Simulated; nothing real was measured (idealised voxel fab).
Process module name: voxel ribs on slabs
Each square cell in cross-section cut measures 5 nm, and the section as a whole is 205 nm wide.
Cross-section layout: square cells on a grid; listed as bands, top to bottom; a band spans one or more cell rows. Each band's line starts with the height of the band's top and of its bottom, in nm. Then come its materials from left to right, each with its width in nm. One material with "throughout" fills the band from edge to edge. "air" is empty space. Note: height 0 marks the level under which the wafer is uniformly one material as received. Lowest band unbounded below, written "from 0 down". When a width is written as two numbers, as in "30 to 40", the first number is the width in the top row of cells of the band and the second is the width in its bottom row, and the width changes by the same amount from each row to the next. Key: "identical to before" - step with no changed cell in the cross-section. "Closed void table": empty spaces of 8 cells or more with no open way to the top, each given as width x height at distance, distance from the left edge, all in nm. On each step's line, the part that comes after the settings is the simulator's own comment on the step. overlay nm, on a step with a mask: how far to the right of its planned place the mask lay; to the left if negative.
So here's the lineup of process steps we planned:
1,RECEIVE: material Si
2,DIRECTIONAL_DEP: material SiO2, thk nm 25
3,DIRECTIONAL_DEP: material SiN, thk nm 15
4,DIRECTIONAL_DEP: material aC, thk nm 15
5,PATTERN: tone cover, mask id RIB, material resist, width nm 20, thk nm 30, overlay nm 0
6,DIRECTIONAL_ETCH: etch materials aC, depth nm 15
7,STRIP: etch materials resist
8,DIRECTIONAL_ETCH: etch materials SiN, depth nm 5
9,STRIP: etch materials aC
10,MASKED_ETCH: tone cover, mask id SLAB, width nm 80, etch materials SiN, depth nm 10, overlay nm -15
11,FILL_DEP: material SiO2, thk nm 25
12,CMP: height nm 55
13,DIRECTIONAL_DEP: material TiN, thk nm 5
14,PATTERN: tone cover, mask id HEATER, material resist, width nm 30, thk nm 15, overlay nm 0
15,DIRECTIONAL_ETCH: etch materials TiN, depth nm 5
16,STRIP: etch materials resist
17,CONFORMAL_DEP: material SiO2, thk nm 10
varied across the wafers: overlay nm of step 10. The plan shows the first wafer's value. All wafers start alike
Cross-section of the first incoming wafer of several, state after step 1:
- from 0 down: Si throughout
- Closed void table: none
Module end state after final step 17: cross-section of the first of several wafers:
- from 70 to 65: air=75; SiO2=50; air=80
- from 65 to 60: SiO2 throughout
- from 60 to 55: SiO2=85; TiN=30; SiO2=90
- from 55 to 40: SiO2 throughout
- from 40 to 35: SiO2=90; SiN=20; SiO2=95
- from 35 to 25: SiO2=45; SiN=80; SiO2=80
- from 25 to 0: SiO2 throughout
- from 0 down: Si throughout
- Closed void table: none
Cross-sectional depiction of the last of several wafers upon completion of the module:
- from 70 to 65: air=75; SiO2=50; air=80
- from 65 to 60: SiO2 throughout
- from 60 to 55: SiO2=85; TiN=30; SiO2=90
- from 55 to 40: SiO2 throughout
- from 40 to 35: SiO2=90; SiN=20; SiO2=95
- from 35 to 25: SiO2=75; SiN=80; SiO2=50
- from 25 to 0: SiO2 throughout
- from 0 down: Si throughout
- Closed void table: none
For your reference, the table is organized with a row per wafer; each row reflects the wafer at the end of the module, indicating for each material the cells gained (+) or lost (-) since receipt, and thereafter its closed voids:
overlay nm -15 | +36 SiN | +501 SiO2 | +6 TiN | Closed void table: none
overlay nm -10 | +36 SiN | +501 SiO2 | +6 TiN | Closed void table: none
overlay nm -5 | +36 SiN | +501 SiO2 | +6 TiN | Closed void table: none
overlay nm 0 | +36 SiN | +501 SiO2 | +6 TiN | Closed void table: none
overlay nm 5 | +36 SiN | +501 SiO2 | +6 TiN | Closed void table: none
overlay nm 10 | +36 SiN | +501 SiO2 | +6 TiN | Closed void table: none
overlay nm 15 | +36 SiN | +501 SiO2 | +6 TiN | Closed void table: none
